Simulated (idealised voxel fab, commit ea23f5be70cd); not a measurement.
Title: Process Module voxel self aligned contacts
The cross-section on display is named cut; it measures 145 nm wide, and its cells are 5 nm squares.
Think of the cross-section as a grid of square cells. We describe it in bands, top to bottom, and each band covers one or more rows of those cells.
Heads up on the band format: heights come first, top then bottom, in nm. After that it's the materials left to right, each with its width in nm. A single material flagged "all across" fills the whole band edge to edge, and "empty" means there's empty space there.
Below 0: as-received wafer, all one material; heights counted from there. Lowest band: no bottom, goes on down, written "0 -> down".
Quick explanation for "30 to 40": the width changes in equal steps down the rows of cells, from the first number in the band's top row to the second number in its bottom row.
Given "remained the same" for a step, no cell of the cross-section differs between before and after that step.
This entry, "Enclosed void listing", enumerates those empty regions of no fewer than 8 cells that possess no open connection to the top. Each region is reported in the form width x height at distance, the distance being taken from the left edge, with all three quantities expressed in nm.
Anything after a step's settings on that line? It's the simulator's own note about the step.
If you see "overlay nm" on a step's line and that step has a mask, it's telling you how far right of where it was planned the mask ended up; a negative number means it went left instead.
Steps planned for the process
1: RECEIVE: material Si
2: CONFORMAL_DEP: material SiO2, thk nm 5
3: DIRECTIONAL_DEP: material polySi, thk nm 20
4: DIRECTIONAL_DEP: material SiN, thk nm 25
5: PATTERN: tone cover, mask id GATE, material resist, width nm 30, pitch nm 70, thk nm 15, overlay nm 0
6: DIRECTIONAL_ETCH: etch materials SiN, depth nm 25
7: DIRECTIONAL_ETCH: etch materials polySi, depth nm 20
8: STRIP: etch materials resist
9: CONFORMAL_DEP: material SiN, thk nm 10
10: DIRECTIONAL_ETCH: etch materials SiN, depth nm 10
11: FILL_DEP: material SiO2, thk nm 15
12: CMP: height nm 55
13: MASKED_ETCH: tone open, mask id CONTACT, width nm 50, etch materials SiO2, depth nm 55, overlay nm 0
14: CONFORMAL_DEP: material TiN, thk nm 5
15: FILL_DEP: material W, thk nm 10
16: CMP: height nm 55
17: CONFORMAL_DEP: material SiCN, thk nm 5
Cross-section of the wafer as it came to us, i.e., already through step 1
> 0 -> down = Si all across
> Enclosed void listing: none
End state of the module in cross-section, given the above starting point and plan and one mistake in execution
> 60 -> 55 = SiCN all across
> 55 -> 45 = 45 SiO2; 5 TiN; 40 W; 5 TiN; 50 SiO2
> 45 -> 40 = 45 SiO2; 10 TiN; 30 W; 10 TiN; 50 SiO2
> 40 -> 25 = 20 SiO2; 30 SiN; 5 TiN; 30 W; 5 TiN; 30 SiN; 25 SiO2
> 25 -> 5 = 20 SiO2; 30 polySi; 5 TiN; 30 W; 5 TiN; 30 polySi; 25 SiO2
> 5 -> 0 = 50 SiO2; 40 TiN; 55 SiO2
> 0 -> down = Si all across
> Enclosed void listing: none
Want to know what went wrong? the run left out plan step 9 entirely, so it was never executed
